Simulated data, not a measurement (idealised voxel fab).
Documented hereafter: the process module known as voxel lift off.
Cross-sectional view cut (width: 180 nm; square cell size: 5 nm).
For the purposes of this document, a cross-section shall be understood as a grid of square cells, specified as bands listed in top-to-bottom order, each band consisting of one or more rows of cells.
Heads up on the band format: heights come first, top then bottom, in nm. After that it's the materials left to right, each with its width in nm. A single material flagged "throughout" fills the whole band edge to edge, and "empty" means there's empty space there.
Heights are expressed relative to 0, this being the level below which the as-received wafer comprises one material exclusively. The lowest band is unbounded in the downward direction and is denoted as in "from 0 down".
The two numbers in a width such as "30 to 40" mark its ends across the band: the first belongs to the top row of cells, the second to the bottom row, and from each row to the next the width moves by the same amount.
What does "remains unaltered" mean for a step? It means no cell of the cross-section changed in that step.
Entrapped voids: empty space of 8 cells or more with no open way to the top, each as width x height at its distance from the left edge, in nm
Post-settings text on a step line: simulator's own remark regarding the step.
The setting "overlay nm" may be written on the line of a step. When the step uses a mask, the value reports how far to the right of the planned place the mask lay, and a negative value reports that it lay to the left.

[The process steps that were planned are listed below]
| 1 | RECEIVE,material Si |
| 2 | CONFORMAL_DEP,material Al2O3,thk nm 15 |
| 3 | PATTERN,tone open,mask id LINES,material resist,width nm 25,pitch nm 50,thk nm 25,overlay nm 0 |
| 4 | DIRECTIONAL_DEP,material Ru,thk nm 10 |
| 5 | STRIP,etch materials resist |
| 6 | CONFORMAL_DEP,material SiN,thk nm 5 |

[Cross-section, incoming material, after step 1]
    from 0 down: Si throughout
    Entrapped voids: none

[First of two wafers, end-of-module section, run followed plan]
    from 30 to 25: 45 of empty, 35 of SiN, 15 of empty, 35 of SiN, 50 of empty
    from 25 to 20: 45 of empty, 5 of SiN, 25 of Ru, 5 of SiN, 15 of empty, 5 of SiN, 25 of Ru, 5 of SiN, 50 of empty
    from 20 to 15: 50 of SiN, 25 of Ru, 25 of SiN, 25 of Ru, 55 of SiN
    from 15 to 0: Al2O3 throughout
    from 0 down: Si throughout
    Entrapped voids: none

[Here is the second of the two wafers cut open at the end of the module - same start, same plan as the first one, but we made one mistake running it]
    from 20 to 15: SiN throughout
    from 15 to 0: Al2O3 throughout
    from 0 down: Si throughout
    Entrapped voids: none
Deviation from plan: heads up, step 4 of the plan was skipped and never actually ran
Final difference in cells, second wafer against first, listed per material as more or fewer: -20 Ru | -8 SiN
